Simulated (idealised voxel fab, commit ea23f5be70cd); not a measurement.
The process module that follows is named voxel local oxidation.
The width of the displayed cross-section, cut, is 285 nm; its cells are square, with a size of 5 nm.
Cross-sections here: square-cell grids, written as top-down lists of bands, a band being one or more rows of cells.
The entry gives the band's vertical extent as a top height and a bottom height in nm, then its horizontal make-up as materials from left to right, each with a width in nm. "empty" stands for empty space; a single material marked "throughout" fills the band edge to edge.
Heads up on the height convention: 0 is the point under which the incoming wafer is all one material, and the lowest band has no bottom, it just keeps going down, like "z 0 and below".
The two numbers in a width such as "30..40" mark its ends across the band: the first belongs to the top row of cells, the second to the bottom row, and from each row to the next the width moves by the same amount.
"no modification" after a step means that no cell of the cross-section changed.
Empty spaces without an open route to the top, at least 8 cells in extent, make up the entry "Closed-off voids"; each is given as width x height at distance, where the distance is measured from the left edge, and all are in nm.
What comes after the settings on a step's line is commentary from the simulator itself on that step.
Among the settings permitted on a step's line is "overlay nm"; applied to a step with a mask, it specifies the extent to which the mask lay to the right of its planned position, whereas a negative figure signifies a position to the left.
## So here's the lineup of process steps we planned
1: RECEIVE (material Si)
2: OXIDIZE (depth nm 5)
3: CONFORMAL_DEP (material SiN; thk nm 15)
4: DIRECTIONAL_DEP (material aC; thk nm 10)
5: PATTERN (tone cover; mask id ACTIVE; material resist; width nm 105; pitch nm 125; thk nm 25; overlay nm 0)
6: DIRECTIONAL_ETCH (etch materials aC; depth nm 10)
7: STRIP (etch materials resist)
8: DIRECTIONAL_ETCH (etch materials SiN; depth nm 15)
9: STRIP (etch materials aC)
10: SELECTIVE_ETCH (etch materials SiO2; depth nm 5)
11: OXIDIZE (depth nm 15)
12: STRIP (etch materials SiN)
## Cross-section of the wafer at receipt, which is the condition after step 1
- z 0 and below: Si throughout
- Closed-off voids: none
## Below is the wafer in cross-section after the module was completed. It began from the starting point shown above and followed the plan shown above, except that one mistake was made while running it
- z 0 to -5: empty 35 | SiO2 90 | empty 35 | SiO2 90 | empty 35
- z -5 to -20: SiO2 50 | Si 60 | SiO2 65 | Si 60 | SiO2 50
- z -20 and below: Si throughout
- Closed-off voids: none
Run error: for step 5, the planned setting was not used; the step was instead run as PATTERN (tone cover; mask id ACTIVE; material resist; width nm 100; pitch nm 125; thk nm 25; overlay nm 0)
